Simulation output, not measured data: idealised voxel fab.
Documented hereafter: the process module known as voxel self aligned contacts.
FYI the section here is cut, 235 nm wide, cells are 5 nm squares.
Think of the cross-section as a grid of square cells. We describe it in bands, top to bottom, and each band covers one or more rows of those cells.
A band entry consists of two parts. The first gives the height of the band's top and the height of its bottom, in nm. The rest lists the band's materials from left to right, each with its width in nm. A single material labelled with the word "edge to edge" fills the band from edge to edge, and the word "air" marks empty space.
Below 0: as-received wafer, all one material; heights counted from there. Lowest band: no bottom, goes on down, written "top 0, no bottom".
The expression "30->40" gives the width at the extremes of the band, the first number at its top row of cells and the second at its bottom row, with the width changing by equal amounts from each row to the next in between.
"left unchanged", as given for a step, is the statement that not any cell of the cross-section underwent a change during that step.
This entry, "Encapsulated voids", enumerates those empty regions of no fewer than 8 cells that possess no open connection to the top. Each region is reported in the form width x height at distance, the distance being taken from the left edge, with all three quantities expressed in nm.
Post-settings text on a step line: simulator's own remark regarding the step.
When a step includes a mask, the "overlay nm" setting on its line states how far to the right of its planned place that mask lay, and negative values state how far to the left.

## plan
1) RECEIVE | material Si
2) CONFORMAL_DEP | material SiO2 | thk nm 5
3) DIRECTIONAL_DEP | material polySi | thk nm 30
4) DIRECTIONAL_DEP | material SiN | thk nm 15
5) PATTERN | tone cover | mask id GATE | material resist | width nm 15 | pitch nm 50 | thk nm 20 | overlay nm 0
6) DIRECTIONAL_ETCH | etch materials SiN | depth nm 15
7) DIRECTIONAL_ETCH | etch materials polySi | depth nm 30
8) STRIP | etch materials resist
9) CONFORMAL_DEP | material SiN | thk nm 5
10) DIRECTIONAL_ETCH | etch materials SiN | depth nm 5
11) FILL_DEP | material SiO2 | thk nm 15
12) CMP | height nm 60
13) PATTERN | tone open | mask id CONTACT | material resist | width nm 35 | pitch nm 50 | thk nm 15 | overlay nm 0
14) DIRECTIONAL_ETCH | etch materials SiO2 | depth nm 60
15) STRIP | etch materials resist
16) CONFORMAL_DEP | material TiN | thk nm 5
17) FILL_DEP | material Ru | thk nm 10
18) CMP | height nm 60
19) CONFORMAL_DEP | material SiCN | thk nm 5
Wafers differ in width nm at step 5; plan lists the first wafer's value; identical starting state.

## Sectional view: first of several wafers, as received, after step 1
  top 0, no bottom = Si edge to edge
  Encapsulated voids: none

## Below, a row for every wafer. Read it as the end-of-module picture: for each material the wafer shows its cells gained (+) or lost (-) since it was received, and then its closed voids
width nm 15, +70 Ru, +47 SiCN, +81 SiN, +301 SiO2, +58 TiN, +54 polySi, Encapsulated voids: none
width nm 20, +50 Ru, +47 SiCN, +90 SiN, +294 SiO2, +58 TiN, +72 polySi, Encapsulated voids: none
width nm 25, +30 Ru, +47 SiCN, +99 SiN, +287 SiO2, +58 TiN, +90 polySi, Encapsulated voids: none
width nm 30, +10 Ru, +47 SiCN, +108 SiN, +280 SiO2, +58 TiN, +108 polySi, Encapsulated voids: none
width nm 35, +10 Ru, +47 SiCN, +117 SiN, +273 SiO2, +38 TiN, +126 polySi, Encapsulated voids: none
